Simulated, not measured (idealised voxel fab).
The name of this process module is voxel gate over fins.
245 nm wide, 5 nm square cells: that's cross-section cut.
In this document a cross-section is written as a grid of square cells. It is given as a series of bands, listed from the top down, and a band is one or more rows of cells. Quick guide to a band line: top height, bottom height (nm) up front; then every material left to right with its width in nm. Only one material and it's marked "throughout"? Then it fills the band edge to edge. And "empty" just means empty space. The reference from which all heights are counted is 0, the level beneath which the as-received wafer is entirely one material; the lowest band, having no lower bound, proceeds downward and is written after the example "0 and below". Width "30->40": first value at the band's top row of cells, second value at its bottom row, equal change from row to row. "changes: none", as given for a step, is the statement that not any cell of the cross-section underwent a change during that step. Look at "Voids, fully enclosed" for the closed voids: empty spaces with no open path to the top, sized 8 cells or up. Each is width x height at distance, distance from the left edge, all nm. after a step's settings: what the simulator itself notes on the step. A step line may carry the setting "overlay nm", which, for steps involving a mask, states the distance by which the mask lay to the right of its intended position; negative values denote displacement to the left.
### Planned process steps
1. op RECEIVE | material Si
2. op CONFORMAL_DEP | material SiN | thk nm 5
3. op PATTERN | tone cover | mask id FINS | material resist | width nm 15 | pitch nm 35 | thk nm 20 | overlay nm 0
4. op DIRECTIONAL_ETCH | etch materials SiN | depth nm 5
5. op DIRECTIONAL_ETCH | etch materials Si | depth nm 30
6. op STRIP | etch materials resist
7. op FILL_DEP | material SiO2 | thk nm 10
8. op CMP | height nm 5
9. op SELECTIVE_ETCH | etch materials SiO2 | depth nm 20
10. op STRIP | etch materials SiN
11. op CONFORMAL_DEP | material HfO2 | thk nm 5
12. op CONFORMAL_DEP | material TiN | thk nm 5
13. op CONFORMAL_DEP | material TiAl | thk nm 5
14. op CONFORMAL_DEP | material TiN | thk nm 5
15. op FILL_DEP | material W | thk nm 15
16. op CMP | height nm 30
17. op CONFORMAL_DEP | material SiCN | thk nm 5
### The first wafer of two, processed as planned
### As received (post step 1): cross-section
0 and below: Si throughout
Voids, fully enclosed: none
### Wafer after step 2 (cross-section)
5 down to 0: SiN throughout
Everything below 0 is unchanged.
### Wafer after step 3 (cross-section)
25 down to 5: 95 of empty, 15 of resist, 20 of empty, 15 of resist, 100 of empty
Everything below 5 is unchanged.
### Wafer after step 4 (cross-section)
25 down to 5: 95 of empty, 15 of resist, 20 of empty, 15 of resist, 100 of empty
5 down to 0: 95 of empty, 15 of SiN, 20 of empty, 15 of SiN, 100 of empty
Everything below 0 is unchanged.
### Wafer after step 5 (cross-section)
25 down to 5: 95 of empty, 15 of resist, 20 of empty, 15 of resist, 100 of empty
5 down to 0: 95 of empty, 15 of SiN, 20 of empty, 15 of SiN, 100 of empty
0 down to -30: 95 of empty, 15 of Si, 20 of empty, 15 of Si, 100 of empty
Everything below -30 is unchanged.
### Wafer after step 6 (cross-section)
5 down to 0: 95 of empty, 15 of SiN, 20 of empty, 15 of SiN, 100 of empty
Everything below 0 is unchanged.
### Wafer after step 7 (cross-section)
15 down to 5: SiO2 throughout
5 down to 0: 95 of SiO2, 15 of SiN, 20 of SiO2, 15 of SiN, 100 of SiO2
0 down to -30: 95 of SiO2, 15 of Si, 20 of SiO2, 15 of Si, 100 of SiO2
Everything below -30 is unchanged.
### Wafer after step 8 (cross-section)
5 down to 0: 95 of SiO2, 15 of SiN, 20 of SiO2, 15 of SiN, 100 of SiO2
Everything below 0 is unchanged.
### Wafer after step 9 (cross-section)
5 down to 0: 95 of empty, 15 of SiN, 20 of empty, 15 of SiN, 100 of empty
0 down to -15: 95 of empty, 15 of Si, 20 of empty, 15 of Si, 100 of empty
Everything below -15 is unchanged.
### Wafer after step 10 (cross-section)
0 down to -15: 95 of empty, 15 of Si, 20 of empty, 15 of Si, 100 of empty
Everything below -15 is unchanged.
### Wafer after step 11 (cross-section)
5 down to 0: 90 of empty, 25 of HfO2, 10 of empty, 25 of HfO2, 95 of empty
0 down to -10: 90 of empty, 5 of HfO2, 15 of Si, 5 of HfO2, 10 of empty, 5 of HfO2, 15 of Si, 5 of HfO2, 95 of empty
-10 down to -15: 95 of HfO2, 15 of Si, 20 of HfO2, 15 of Si, 100 of HfO2
Everything below -15 is unchanged.
### Wafer after step 12 (cross-section)
10 down to 5: 85 of empty, 70 of TiN, 90 of empty
5 down to 0: 85 of empty, 5 of TiN, 25 of HfO2, 10 of TiN, 25 of HfO2, 5 of TiN, 90 of empty
0 down to -5: 85 of empty, 5 of TiN, 5 of HfO2, 15 of Si, 5 of HfO2, 10 of TiN, 5 of HfO2, 15 of Si, 5 of HfO2, 5 of TiN, 90 of empty
-5 down to -10: 90 of TiN, 5 of HfO2, 15 of Si, 5 of HfO2, 10 of TiN, 5 of HfO2, 15 of Si, 5 of HfO2, 95 of TiN
Everything below -10 is unchanged.
### Wafer after step 13 (cross-section)
15 down to 10: 80 of empty, 80 of TiAl, 85 of empty
10 down to 5: 80 of empty, 5 of TiAl, 70 of TiN, 5 of TiAl, 85 of empty
5 down to 0: 80 of empty, 5 of TiAl, 5 of TiN, 25 of HfO2, 10 of TiN, 25 of HfO2, 5 of TiN, 5 of TiAl, 85 of empty
0 down to -5: 85 of TiAl, 5 of TiN, 5 of HfO2, 15 of Si, 5 of HfO2, 10 of TiN, 5 of HfO2, 15 of Si, 5 of HfO2, 5 of TiN, 90 of TiAl
Everything below -5 is unchanged.
### Wafer after step 14 (cross-section)
20 down to 15: 75 of empty, 90 of TiN, 80 of empty
15 down to 10: 75 of empty, 5 of TiN, 80 of TiAl, 5 of TiN, 80 of empty
10 down to 5: 75 of empty, 5 of TiN, 5 of TiAl, 70 of TiN, 5 of TiAl, 5 of TiN, 80 of empty
5 down to 0: 80 of TiN, 5 of TiAl, 5 of TiN, 25 of HfO2, 10 of TiN, 25 of HfO2, 5 of TiN, 5 of TiAl, 85 of TiN
Everything below 0 is unchanged.
### Wafer after step 15 (cross-section)
35 down to 20: W throughout
20 down to 15: 75 of W, 90 of TiN, 80 of W
15 down to 10: 75 of W, 5 of TiN, 80 of TiAl, 5 of TiN, 80 of W
10 down to 5: 75 of W, 5 of TiN, 5 of TiAl, 70 of TiN, 5 of TiAl, 5 of TiN, 80 of W
Everything below 5 is unchanged.
### Wafer after step 16 (cross-section)
30 down to 20: W throughout
Everything below 20 is unchanged.
### Wafer after step 17 (cross-section)
35 down to 30: SiCN throughout
Everything below 30 is unchanged.
### Second wafer, same starting state and plan as the first, one mistake in the run, identical through step 2
### Cross-sectional representation of the second wafer at the time designated in the plan for the completion of step 3
25 down to 5: 85 of empty, 15 of resist, 20 of empty, 15 of resist, 110 of empty
Everything below 5 is unchanged.
### Cross-sectional representation of the second wafer at the time designated in the plan for the completion of step 4
25 down to 5: 85 of empty, 15 of resist, 20 of empty, 15 of resist, 110 of empty
5 down to 0: 85 of empty, 15 of SiN, 20 of empty, 15 of SiN, 110 of empty
Everything below 0 is unchanged.
### Cross-sectional representation of the second wafer at the time designated in the plan for the completion of step 5
25 down to 5: 85 of empty, 15 of resist, 20 of empty, 15 of resist, 110 of empty
5 down to 0: 85 of empty, 15 of SiN, 20 of empty, 15 of SiN, 110 of empty
0 down to -30: 85 of empty, 15 of Si, 20 of empty, 15 of Si, 110 of empty
Everything below -30 is unchanged.
### Cross-sectional representation of the second wafer at the time designated in the plan for the completion of step 6
5 down to 0: 85 of empty, 15 of SiN, 20 of empty, 15 of SiN, 110 of empty
Everything below 0 is unchanged.
### Cross-sectional representation of the second wafer at the time designated in the plan for the completion of step 7
15 down to 5: SiO2 throughout
5 down to 0: 85 of SiO2, 15 of SiN, 20 of SiO2, 15 of SiN, 110 of SiO2
0 down to -30: 85 of SiO2, 15 of Si, 20 of SiO2, 15 of Si, 110 of SiO2
Everything below -30 is unchanged.
### Cross-sectional representation of the second wafer at the time designated in the plan for the completion of step 8
5 down to 0: 85 of SiO2, 15 of SiN, 20 of SiO2, 15 of SiN, 110 of SiO2
Everything below 0 is unchanged.
### Cross-sectional representation of the second wafer at the time designated in the plan for the completion of step 9
5 down to 0: 85 of empty, 15 of SiN, 20 of empty, 15 of SiN, 110 of empty
0 down to -15: 85 of empty, 15 of Si, 20 of empty, 15 of Si, 110 of empty
Everything below -15 is unchanged.
### Cross-sectional representation of the second wafer at the time designated in the plan for the completion of step 10
0 down to -15: 85 of empty, 15 of Si, 20 of empty, 15 of Si, 110 of empty
Everything below -15 is unchanged.
### Cross-sectional representation of the second wafer at the time designated in the plan for the completion of step 11
5 down to 0: 80 of empty, 25 of HfO2, 10 of empty, 25 of HfO2, 105 of empty
0 down to -10: 80 of empty, 5 of HfO2, 15 of Si, 5 of HfO2, 10 of empty, 5 of HfO2, 15 of Si, 5 of HfO2, 105 of empty
-10 down to -15: 85 of HfO2, 15 of Si, 20 of HfO2, 15 of Si, 110 of HfO2
Everything below -15 is unchanged.
### Cross-sectional representation of the second wafer at the time designated in the plan for the completion of step 12
10 down to 5: 75 of empty, 70 of TiN, 100 of empty
5 down to 0: 75 of empty, 5 of TiN, 25 of HfO2, 10 of TiN, 25 of HfO2, 5 of TiN, 100 of empty
0 down to -5: 75 of empty, 5 of TiN, 5 of HfO2, 15 of Si, 5 of HfO2, 10 of TiN, 5 of HfO2, 15 of Si, 5 of HfO2, 5 of TiN, 100 of empty
-5 down to -10: 80 of TiN, 5 of HfO2, 15 of Si, 5 of HfO2, 10 of TiN, 5 of HfO2, 15 of Si, 5 of HfO2, 105 of TiN
Everything below -10 is unchanged.
### Cross-sectional representation of the second wafer at the time designated in the plan for the completion of step 13
15 down to 10: 70 of empty, 80 of TiAl, 95 of empty
10 down to 5: 70 of empty, 5 of TiAl, 70 of TiN, 5 of TiAl, 95 of empty
5 down to 0: 70 of empty, 5 of TiAl, 5 of TiN, 25 of HfO2, 10 of TiN, 25 of HfO2, 5 of TiN, 5 of TiAl, 95 of empty
0 down to -5: 75 of TiAl, 5 of TiN, 5 of HfO2, 15 of Si, 5 of HfO2, 10 of TiN, 5 of HfO2, 15 of Si, 5 of HfO2, 5 of TiN, 100 of TiAl
Everything below -5 is unchanged.
### Cross-sectional representation of the second wafer at the time designated in the plan for the completion of step 14
20 down to 15: 65 of empty, 90 of TiN, 90 of empty
15 down to 10: 65 of empty, 5 of TiN, 80 of TiAl, 5 of TiN, 90 of empty
10 down to 5: 65 of empty, 5 of TiN, 5 of TiAl, 70 of TiN, 5 of TiAl, 5 of TiN, 90 of empty
5 down to 0: 70 of TiN, 5 of TiAl, 5 of TiN, 25 of HfO2, 10 of TiN, 25 of HfO2, 5 of TiN, 5 of TiAl, 95 of TiN
Everything below 0 is unchanged.
### Cross-sectional representation of the second wafer at the time designated in the plan for the completion of step 15
35 down to 20: W throughout
20 down to 15: 65 of W, 90 of TiN, 90 of W
15 down to 10: 65 of W, 5 of TiN, 80 of TiAl, 5 of TiN, 90 of W
10 down to 5: 65 of W, 5 of TiN, 5 of TiAl, 70 of TiN, 5 of TiAl, 5 of TiN, 90 of W
Everything below 5 is unchanged.
### Cross-sectional representation of the second wafer at the time designated in the plan for the completion of step 16
30 down to 20: W throughout
Everything below 20 is unchanged.
### Cross-sectional representation of the second wafer at the time designated in the plan for the completion of step 17
35 down to 30: SiCN throughout
Everything below 30 is unchanged.
So what did we get wrong on this run? step 3 ran as: op PATTERN | tone cover | mask id FINS | material resist | width nm 15 | pitch nm 35 | thk nm 20 | overlay nm -10
Tallied in cells, the final second wafer holds each material in the same quantity as the first, although not at the same places.
